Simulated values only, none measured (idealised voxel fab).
The name of this process module is voxel capacitor over wiring.
FYI the section here is cut, 230 nm wide, cells are 5 nm squares.
Format of a cross-section: grid, square cells. Given as bands. Order: top down. Band: one or more rows of cells.
First you get the band's top height and its bottom height, in nm, and then the materials it's made of, left to right, with each width in nm. If you see a single material with "everywhere", that one covers the band edge to edge. "blank" is empty space.
Heights are reckoned from 0. Under this level, the received wafer is all of one material. The bottommost band is open-ended downward, for example "0 down".
A two-number width, for instance "30 to 40", indicates that the width is equal to the first number in the top row of the band and to the second number in the bottom row, and that it changes by a constant amount per row of cells.
Key: "nothing different" - step with no changed cell in the cross-section.
So "Closed void list" is basically the list of trapped voids: any empty space of 8 cells or more that can't reach the top through an opening. They're written width x height at distance, the distance being from the left edge, and it's all nm.
after a step's settings: what the simulator itself notes on the step
overlay nm: on a step with a mask, how far right of its planned place the mask lay; negative means left.
Steps in the process plan:
1: RECEIVE (material Si)
2: CONFORMAL_DEP (material SiO2; thk nm 15)
3: DIRECTIONAL_DEP (material TiN; thk nm 5)
4: DIRECTIONAL_DEP (material Ru; thk nm 15)
5: MASKED_ETCH (tone cover; mask id METAL_1; width nm 25; pitch nm 80; etch materials Ru; depth nm 15; overlay nm 0)
6: MASKED_ETCH (tone cover; mask id METAL_1; width nm 25; pitch nm 80; etch materials TiN; depth nm 5; overlay nm 0)
7: FILL_DEP (material SiO2; thk nm 5)
8: CMP (height nm 35)
9: CONFORMAL_DEP (material SiCN; thk nm 5)
10: DIRECTIONAL_DEP (material SiO2; thk nm 20)
11: PATTERN (tone open; mask id PLUG_1; material resist; width nm 15; thk nm 20; overlay nm 0)
12: DIRECTIONAL_ETCH (etch materials SiO2; depth nm 20)
13: DIRECTIONAL_ETCH (etch materials SiCN; depth nm 5)
14: STRIP (etch materials resist)
15: CONFORMAL_DEP (material TiN; thk nm 5)
16: FILL_DEP (material Cu; thk nm 5)
17: CMP (height nm 60)
18: DIRECTIONAL_DEP (material TiN; thk nm 5)
19: DIRECTIONAL_DEP (material SiN; thk nm 5)
20: DIRECTIONAL_DEP (material TiN; thk nm 10)
21: PATTERN (tone cover; mask id UPPER_PLATE; material resist; width nm 60; thk nm 20; overlay nm 0)
22: DIRECTIONAL_ETCH (etch materials TiN; depth nm 10)
23: DIRECTIONAL_ETCH (etch materials SiN; depth nm 5)
24: STRIP (etch materials resist)
25: DIRECTIONAL_DEP (material aC; thk nm 15)
26: PATTERN (tone cover; mask id LOWER_PLATE; material resist; width nm 70; thk nm 30; overlay nm 0)
27: DIRECTIONAL_ETCH (etch materials aC; depth nm 15)
28: STRIP (etch materials resist)
29: DIRECTIONAL_ETCH (etch materials TiN; depth nm 5)
30: STRIP (etch materials aC)
31: FILL_DEP (material SiO2; thk nm 15)
32: CMP (height nm 90)
33: DIRECTIONAL_DEP (material aC; thk nm 10)
34: PATTERN (tone open; mask id PLUG_2; material resist; width nm 15; thk nm 30; overlay nm 0)
35: DIRECTIONAL_ETCH (etch materials aC; depth nm 10)
36: STRIP (etch materials resist)
37: DIRECTIONAL_ETCH (etch materials SiO2; depth nm 10)
38: STRIP (etch materials aC)
39: CONFORMAL_DEP (material TiN; thk nm 5)
40: FILL_DEP (material Ru; thk nm 5)
41: CMP (height nm 90)
42: CONFORMAL_DEP (material SiCN; thk nm 5)
Cross-section: wafer on arrival = after step 1:
* 0 down  Si everywhere
* Closed void list: none
First wafer at the end, as planned:
* 95 to 90  SiCN everywhere
* 90 to 85  SiO2 80 | TiN 5 | Ru 5 | TiN 5 | SiO2 135
* 85 to 80  SiO2 80 | TiN 15 | SiO2 135
* 80 to 70  SiO2 70 | TiN 60 | SiO2 100
* 70 to 65  SiO2 70 | SiN 60 | SiO2 100
* 65 to 60  SiO2 65 | TiN 70 | SiO2 95
* 60 to 40  SiO2 70 | TiN 5 | Cu 5 | TiN 5 | SiO2 145
* 40 to 35  SiCN 70 | TiN 15 | SiCN 145
* 35 to 20  SiO2 60 | Ru 25 | SiO2 55 | Ru 25 | SiO2 65
* 20 to 15  SiO2 60 | TiN 25 | SiO2 55 | TiN 25 | SiO2 65
* 15 to 0  SiO2 everywhere
* 0 down  Si everywhere
* Closed void list: none
End-of-module cross-section of the second wafer: identical starting point and process plan to the first, with one processing mistake:
* 95 to 90  SiCN everywhere
* 90 to 85  SiO2 80 | TiN 5 | Ru 5 | TiN 5 | SiO2 135
* 85 to 80  SiO2 80 | TiN 15 | SiO2 135
* 80 to 75  SiO2 65 | TiN 5 | SiO2 60 | TiN 5 | SiO2 95
* 75 to 70  TiN 70 | SiO2 60 | TiN 100
* 70 to 65  SiN 70 | SiO2 60 | SiN 100
* 65 to 60  TiN everywhere
* 60 to 40  SiO2 70 | TiN 5 | Cu 5 | TiN 5 | SiO2 145
* 40 to 35  SiCN 70 | TiN 15 | SiCN 145
* 35 to 20  SiO2 60 | Ru 25 | SiO2 55 | Ru 25 | SiO2 65
* 20 to 15  SiO2 60 | TiN 25 | SiO2 55 | TiN 25 | SiO2 65
* 15 to 0  SiO2 everywhere
* 0 down  Si everywhere
* Closed void list: none
Run error: off-plan run, step 21, actual operation and settings PATTERN (tone open; mask id UPPER_PLATE; material resist; width nm 60; thk nm 20; overlay nm 0)
Cell-count delta at end, second wafer over first, by material: +22 SiN; -66 SiO2; +44 TiN
